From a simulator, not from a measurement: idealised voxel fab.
voxel self aligned vias: a process module
Cross-sectional view cut (width: 280 nm; square cell size: 5 nm).
Square cells in a grid make up a cross-section in this document, and the grid is given as bands, listed from the top down, each one or more rows of cells. In this notation a band is specified by the heights of its top and bottom, in that order and in nm, after which its materials appear from left to right, each paired with its width in nm. The word "full width" attached to a single material means that material fills the band from edge to edge; the word "blank" stands for empty space. We count height from 0. Below that, the starting wafer is all one material. The lowest band never ends at the bottom but goes on down; see "0..down" for how that is written. Quick explanation for "30..40": the width changes in equal steps down the rows of cells, from the first number in the band's top row to the second number in its bottom row. Any step labelled "no modifications" changed none of the cells in the cross-section. If an empty space has no open way to the top and is at least 8 cells in size, "Enclosed void listing" lists it, written width x height at distance, where distance is measured from the left edge and every value is in nm. Formally, on a step line, whatever follows the settings is a remark that the simulator itself makes on the step. The optional step-line setting "overlay nm" applies to steps with a mask and quantifies how far to the right of its planned location the mask lay, a negative value indicating leftward placement.
**Here's what the planned process steps look like**
- 1: RECEIVE,material Si
- 2: CONFORMAL_DEP,material SiO2,thk nm 15
- 3: CONFORMAL_DEP,material SiCN,thk nm 5
- 4: DIRECTIONAL_DEP,material SiO2,thk nm 20
- 5: MASKED_ETCH,tone open,mask id LINES,width nm 20,pitch nm 45,etch materials SiO2,depth nm 20,overlay nm 0
- 6: CONFORMAL_DEP,material TiN,thk nm 5
- 7: FILL_DEP,material W,thk nm 5
- 8: CMP,height nm 40
- 9: SELECTIVE_ETCH,etch materials W Ru TiN,depth nm 5
- 10: FILL_DEP,material SiN,thk nm 10
- 11: CMP,height nm 40
- 12: DIRECTIONAL_DEP,material SiO2,thk nm 15
- 13: DIRECTIONAL_DEP,material aC,thk nm 10
- 14: PATTERN,tone open,mask id VIAS,material resist,width nm 30,pitch nm 45,thk nm 25,overlay nm 0
- 15: DIRECTIONAL_ETCH,etch materials aC,depth nm 10
- 16: STRIP,etch materials resist
- 17: DIRECTIONAL_ETCH,etch materials SiO2,depth nm 15
- 18: DIRECTIONAL_ETCH,etch materials SiN,depth nm 5
- 19: STRIP,etch materials aC
- 20: CONFORMAL_DEP,material TiN,thk nm 5
- 21: FILL_DEP,material W,thk nm 5
- 22: CMP,height nm 55
- 23: CONFORMAL_DEP,material SiCN,thk nm 5
**Cross-section: wafer on arrival = after step 1**
    0..down  Si full width
    Enclosed void listing: none
**First of two wafers at the end of the module, shown in cross-section; run carried out as planned**
    60..55  SiCN full width
    55..45  80 of SiO2  5 of TiN  20 of W  5 of TiN  15 of SiO2  5 of TiN  20 of W  5 of TiN  15 of SiO2  5 of TiN  20 of W  5 of TiN  80 of SiO2
    45..40  80 of SiO2  10 of TiN  10 of W  10 of TiN  15 of SiO2  10 of TiN  10 of W  10 of TiN  15 of SiO2  10 of TiN  10 of W  10 of TiN  80 of SiO2
    40..35  85 of SiO2  20 of TiN  25 of SiO2  20 of TiN  25 of SiO2  20 of TiN  85 of SiO2
    35..25  85 of SiO2  5 of TiN  10 of W  5 of TiN  25 of SiO2  5 of TiN  10 of W  5 of TiN  25 of SiO2  5 of TiN  10 of W  5 of TiN  85 of SiO2
    25..20  85 of SiO2  20 of TiN  25 of SiO2  20 of TiN  25 of SiO2  20 of TiN  85 of SiO2
    20..15  SiCN full width
    15..0  SiO2 full width
    0..down  Si full width
    Enclosed void listing: none
**Cross-section, second wafer: same start as the first, same plan as the first, one mistake in running it; taken at the end of the module**
    60..55  SiCN full width
    55..40  Ru full width
    40..35  85 of SiO2  20 of SiN  25 of SiO2  20 of SiN  25 of SiO2  20 of SiN  85 of SiO2
    35..25  85 of SiO2  5 of TiN  10 of W  5 of TiN  25 of SiO2  5 of TiN  10 of W  5 of TiN  25 of SiO2  5 of TiN  10 of W  5 of TiN  85 of SiO2
    25..20  85 of SiO2  20 of TiN  25 of SiO2  20 of TiN  25 of SiO2  20 of TiN  85 of SiO2
    20..15  SiCN full width
    15..0  SiO2 full width
    0..down  Si full width
    Enclosed void listing: none
Misprocessing identified: so step 12 ended up running with a different setting than we planned, it ran as DIRECTIONAL_DEP,material Ru,thk nm 15
Final wafer comparison in cells, second versus first, more or fewer per material: 168 more of Ru | 12 more of SiN | 114 fewer of SiO2 | 36 fewer of TiN | 30 fewer of W
